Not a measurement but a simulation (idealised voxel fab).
Process module, titled voxel plated lines
Square cells of 5 nm make up the cross-section cut, whose width is 230 nm.
How to read a cross-section here: the picture is a grid of square cells, written as bands going from the top down, and any band can span one or more rows of cells.
First you get the band's top height and its bottom height, in nm, and then the materials it's made of, left to right, with each width in nm. If you see a single material with "throughout", that one covers the band edge to edge. "blank" is empty space.
The reference from which all heights are counted is 0, the level beneath which the as-received wafer is entirely one material; the lowest band, having no lower bound, proceeds downward and is written after the example "from 0 down".
Graded width ("30->40"): value in top row of band = first number; value in bottom row = second number; row-to-row change constant.
"nothing different" (step): cross-section cells unchanged, all of them.
You'll see "Closed void roster" listing empty spaces that have no way open to the top, as long as they're 8 cells or more; the notation is width x height at distance, where the distance is from the left edge, and all of it is in nm.
If you see something after the settings on a step's line, that's the simulator's own remark about that step.
overlay nm: mask right of planned place by this much (step with mask). Neg. = left.
**Process steps (planned)**
1 RECEIVE,material Si
2 CONFORMAL_DEP,material SiN,thk nm 5
3 DIRECTIONAL_DEP,material TiN,thk nm 5
4 PATTERN,tone open,mask id LINES,material resist,width nm 20,pitch nm 50,thk nm 25,overlay nm 0
5 EPI,material Ru,thk nm 10
6 EPI,material Ru,thk nm 5
7 STRIP,etch materials resist
8 DIRECTIONAL_ETCH,etch materials TiN,depth nm 5
9 CONFORMAL_DEP,material SiCN,thk nm 5
All wafers enter the flow in the same state. The thk nm at step 9 differs from wafer to wafer, and the plan gives the value for the first wafer.
**The first of several wafers, as received after step 1, seen in section**
  from 0 down: Si throughout
  Closed void roster: none
**Cross-section of the first of several wafers once the module has run through its last step, step 9**
  from 30 to 25: blank (75); SiCN (30); blank (20); SiCN (30); blank (75)
  from 25 to 10: blank (75); SiCN (5); Ru (20); SiCN (5); blank (20); SiCN (5); Ru (20); SiCN (5); blank (75)
  from 10 to 5: SiCN (80); TiN (20); SiCN (30); TiN (20); SiCN (80)
  from 5 to 0: SiN throughout
  from 0 down: Si throughout
  Closed void roster: none
**Final wafer of several, shown in cross-section at the end of the module**
  from 50 to 30: blank (55); SiCN (120); blank (55)
  from 30 to 25: SiCN throughout
  from 25 to 10: SiCN (80); Ru (20); SiCN (30); Ru (20); SiCN (80)
  from 10 to 5: SiCN (80); TiN (20); SiCN (30); TiN (20); SiCN (80)
  from 5 to 0: SiN throughout
  from 0 down: Si throughout
  Closed void roster: none
**Per wafer, end of module: cells gained (+) or lost (-) per material since receipt, then closed voids**
thk nm 5; +24 Ru; +62 SiCN; +46 SiN; +8 TiN; Closed void roster: none
thk nm 10; +24 Ru; +124 SiCN; +46 SiN; +8 TiN; Closed void roster: none
thk nm 15; +24 Ru; +186 SiCN; +46 SiN; +8 TiN; Closed void roster: none
thk nm 20; +24 Ru; +240 SiCN; +46 SiN; +8 TiN; Closed void roster: none
thk nm 25; +24 Ru; +294 SiCN; +46 SiN; +8 TiN; Closed void roster: none
